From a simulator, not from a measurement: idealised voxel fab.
Proc. module: voxel wiring stack
We display cut, a cross-section 210 nm in width whose square cells are each 5 nm.
We lay out every cross-section as a grid of square cells and spell it out in bands from the top down, where one band means one or more rows of cells.
This entry defines a band. It first specifies the height of the band's top and the height of its bottom in nm, and then specifies the band's materials from left to right, stating each material with its width in nm. The word "throughout" identifies a single material that fills the band from edge to edge, while the word "blank" identifies empty space.
For the purposes of this specification, 0 denotes the height below which the wafer in its as-received condition is composed wholly of one material, and the lowermost band, lacking a lower limit, extends downward without end, as expressed in "z 0 and below".
It should be noted that a width expressed as "30->40" varies in equal increments from row to row of cells within the band, taking the value of the first number at the top row and that of the second number at the bottom row.
For the purposes of this document, the phrase "no alterations made" attached to a step denotes that no cell within the cross-section was modified by that step.
Each empty space that has no open way to the top and spans at least 8 cells appears under "Enclosed empty spaces" as width x height at distance, the distance counted from the left edge, all in nm.
On a step's line, text after the settings is the simulator commenting on that step.
When a step includes a mask, the "overlay nm" setting on its line states how far to the right of its planned place that mask lay, and negative values state how far to the left.

The process steps that were planned are listed below
| 1 | op RECEIVE | material Si |
| 2 | op CONFORMAL_DEP | material SiO2 | thk nm 15 |
| 3 | op DIRECTIONAL_DEP | material TiN | thk nm 5 |
| 4 | op DIRECTIONAL_DEP | material Ru | thk nm 20 |
| 5 | op MASKED_ETCH | tone cover | mask id METAL_1 | width nm 30 | pitch nm 60 | etch materials Ru | depth nm 20 | overlay nm 0 |
| 6 | op MASKED_ETCH | tone cover | mask id METAL_1 | width nm 30 | pitch nm 60 | etch materials TiN | depth nm 5 | overlay nm 0 |
| 7 | op CONFORMAL_DEP | material SiCN | thk nm 5 |
| 8 | op FILL_DEP | material SiO2 | thk nm 5 |
| 9 | op CMP | height nm 40 |
| 10 | op CONFORMAL_DEP | material SiCN | thk nm 5 |
| 11 | op DIRECTIONAL_DEP | material SiO2 | thk nm 10 |
| 12 | op MASKED_ETCH | tone open | mask id PLUG_1 | width nm 15 | etch materials SiO2 | depth nm 10 | overlay nm 0 |
| 13 | op MASKED_ETCH | tone open | mask id PLUG_1 | width nm 15 | etch materials SiCN | depth nm 5 | overlay nm 0 |
| 14 | op EPI | material Ru | thk nm 10 |
| 15 | op EPI | material Ru | thk nm 5 |
| 16 | op CONFORMAL_DEP | material SiN | thk nm 5 |
| 17 | op DIRECTIONAL_DEP | material lowk | thk nm 20 |
| 18 | op MASKED_ETCH | tone open | mask id METAL_2 | width nm 30 | pitch nm 60 | etch materials lowk | depth nm 20 | overlay nm 0 |
| 19 | op MASKED_ETCH | tone open | mask id METAL_2 | width nm 30 | pitch nm 60 | etch materials SiN | depth nm 5 | overlay nm 0 |
| 20 | op CONFORMAL_DEP | material TiN | thk nm 5 |
| 21 | op FILL_DEP | material Cu | thk nm 10 |
| 22 | op CMP | height nm 80 |
| 23 | op EPI | material Ru | thk nm 5 |
| 24 | op FILL_DEP | material SiCN | thk nm 5 |

Wafer cross-section on receipt, i.e. after step 1
  z 0 and below  Si throughout
  Enclosed empty spaces: none

The first of the two wafers as seen in cross-section once the module was finished; processing followed the plan
  z 90 to 85  SiCN throughout
  z 85 to 80  55 SiCN  40 Ru  20 SiCN  40 Ru  55 SiCN
  z 80 to 60  60 lowk  5 TiN  20 Cu  5 TiN  30 lowk  5 TiN  20 Cu  5 TiN  60 lowk
  z 60 to 55  60 SiN  30 TiN  30 SiN  30 TiN  60 SiN
  z 55 to 45  60 SiO2  15 Ru  135 SiO2
  z 45 to 40  60 SiCN  15 Ru  135 SiCN
  z 40 to 20  55 SiO2  5 SiCN  30 Ru  5 SiCN  20 SiO2  5 SiCN  30 Ru  5 SiCN  55 SiO2
  z 20 to 15  60 SiCN  30 TiN  30 SiCN  30 TiN  60 SiCN
  z 15 to 0  SiO2 throughout
  z 0 and below  Si throughout
  Enclosed empty spaces: none

Cross-section at end of module for the second wafer of two, which matched the first in starting point and plan and differed by one mistake in its processing
  z 90 to 85  SiCN throughout
  z 85 to 80  60 SiCN  35 Ru  25 SiCN  35 Ru  55 SiCN
  z 80 to 60  65 lowk  5 TiN  15 Cu  5 TiN  35 lowk  5 TiN  15 Cu  5 TiN  60 lowk
  z 60 to 55  65 SiN  25 TiN  35 SiN  25 TiN  60 SiN
  z 55 to 45  60 SiO2  15 Ru  135 SiO2
  z 45 to 40  60 SiCN  15 Ru  135 SiCN
  z 40 to 20  55 SiO2  5 SiCN  30 Ru  5 SiCN  20 SiO2  5 SiCN  30 Ru  5 SiCN  55 SiO2
  z 20 to 15  60 SiCN  30 TiN  30 SiCN  30 TiN  60 SiCN
  z 15 to 0  SiO2 throughout
  z 0 and below  Si throughout
  Enclosed empty spaces: none
What was the processing mistake? heads up, step 18 didn't go per plan, it actually ran as op MASKED_ETCH | tone open | mask id METAL_2 | width nm 25 | pitch nm 60 | etch materials lowk | depth nm 20 | overlay nm 0
Looking at both finished wafers in cells, the second ends up ahead of or behind the first on some materials: Cu: 8 fewer, Ru: 2 fewer, SiCN: 2 more, SiN: 2 more, TiN: 2 fewer, lowk: 8 more
